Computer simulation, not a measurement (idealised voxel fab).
The document below concerns the process module designated voxel double patterning.
280 nm wide, 5 nm square cells: that's cross-section cut.
Bands, listed from the top down, are how a cross-section gets written in this document; the cross-section itself is a grid of square cells, and a band is one or more rows of them.
Top height, bottom height, nm. Materials left to right, width each, nm. Single material + "all across" = fills band edge to edge. "air" = empty.
Height 0 is the level under which the wafer as received is all one material. The lowest band goes on downwards, as in "0..down".
You'd read "30 to 40" like this: the band's top row of cells is as wide as the first number, its bottom row is as wide as the second, and going down, every row changes width by the same amount as the row before did.
Step note "no change" = no cross-section cell changed.
This entry, "Sealed cavities", enumerates those empty regions of no fewer than 8 cells that possess no open connection to the top. Each region is reported in the form width x height at distance, the distance being taken from the left edge, with all three quantities expressed in nm.
What comes after the settings on a step's line is commentary from the simulator itself on that step.
Steps that use a mask can have "overlay nm" on their line. It says how far the mask sat to the right of where it was meant to be. Negative means to the left.

### plan
1: RECEIVE | material Si
2: CONFORMAL_DEP | material SiO2 | thk nm 5
3: DIRECTIONAL_DEP | material TiN | thk nm 20
4: DIRECTIONAL_DEP | material SiCN | thk nm 5
5: PATTERN | tone open | mask id FIRST | material resist | width nm 15 | pitch nm 50 | thk nm 15 | overlay nm 0
6: DIRECTIONAL_ETCH | etch materials SiCN | depth nm 5
7: STRIP | etch materials resist
8: PATTERN | tone open | mask id SECOND | material resist | width nm 15 | thk nm 15 | overlay nm 0
9: DIRECTIONAL_ETCH | etch materials SiCN | depth nm 5
10: STRIP | etch materials resist
11: DIRECTIONAL_ETCH | etch materials TiN | depth nm 20
12: STRIP | etch materials SiCN

### The cross-section here shows the wafer as received, i.e. in its state after step 1
- 0..down  Si all across
- Sealed cavities: none

### First of two wafers at the end of the module, shown in cross-section; run carried out as planned
- 25..5  105 nm TiN; 15 nm air; 10 nm TiN; 15 nm air; 10 nm TiN; 15 nm air; 110 nm TiN
- 5..0  SiO2 all across
- 0..down  Si all across
- Sealed cavities: none

### Module end: cross-section of wafer two of two. Same start and process plan as the first wafer. One mistake during execution
- 10..5  TiN all across
- 5..0  SiO2 all across
- 0..down  Si all across
- Sealed cavities: none
It is concluded that the wafer was processed incorrectly with respect to the plan, in that in deviation from the planned setting, step 4 was conducted as DIRECTIONAL_DEP | material TiN | thk nm 5
It is noted that, at the conclusion of processing, the second wafer exhibits a higher or lower cell count for certain materials relative to the first: TiN: 132 fewer
